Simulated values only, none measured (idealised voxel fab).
Presented below is a process module, voxel trench capacitor.
Cross-sectional view cut (width: 260 nm; square cell size: 5 nm).
Throughout this document, each cross-section is represented as a grid of square cells and is presented as a sequence of bands enumerated from the top downward, where a band comprises one or more rows of cells. In this notation a band is specified by the heights of its top and bottom, in that order and in nm, after which its materials appear from left to right, each paired with its width in nm. The word "all across" attached to a single material means that material fills the band from edge to edge; the word "air" stands for empty space. The level at which height equals 0 is the one under which the wafer, as it arrives, is entirely one material. No lower edge exists for the bottom band, which continues downward and is notated as in "0 down". A width given as "30 to 40" starts at the first number in the band's top row and ends at the second number in its bottom row, shifting by an equal amount at every step from row to row. A step reported as "stayed the same" is a step in which no cell of the cross-section changed. "Closed void table" contains a list of empty spaces, each no smaller than 8 cells and without an open way to the top, written in the form width x height at distance with the distance from the left edge and all three in nm. Read whatever lies past the settings on a step's line as the simulator's own remark about the step. The setting "overlay nm" may be written on the line of a step. When the step uses a mask, the value reports how far to the right of the planned place the mask lay, and a negative value reports that it lay to the left.

Plan
- 1: RECEIVE (material Si)
- 2: CONFORMAL_DEP (material SiN; thk nm 5)
- 3: MASKED_ETCH (tone open; mask id TRENCH; width nm 15; pitch nm 40; etch materials SiN; depth nm 5; overlay nm 0)
- 4: MASKED_ETCH (tone open; mask id TRENCH; width nm 15; pitch nm 40; etch materials Si; depth nm 40; overlay nm 0)
- 5: CONFORMAL_DEP (material Al2O3; thk nm 5)
- 6: FILL_DEP (material polySi; thk nm 5)
- 7: CMP (height nm 5)

Here's what the wafer looked like in cross-section when it arrived - that's after step 1
0 down | Si all across
Closed void table: none

The plan above was carried out on the starting structure above with one mistake, and this cross-section shows the wafer at the end of the module
5 to 0 | SiN (100), then Al2O3 (15), then SiN (25), then Al2O3 (15), then SiN (105)
0 to -40 | Si (110), then Al2O3 (5), then Si (35), then Al2O3 (5), then Si (105)
-40 down | Si all across
Closed void table: none
Where did the run depart from the plan? in deviation from the planned setting, step 4 was conducted as MASKED_ETCH (tone open; mask id TRENCH; width nm 15; pitch nm 40; etch materials Si; depth nm 40; overlay nm 10)
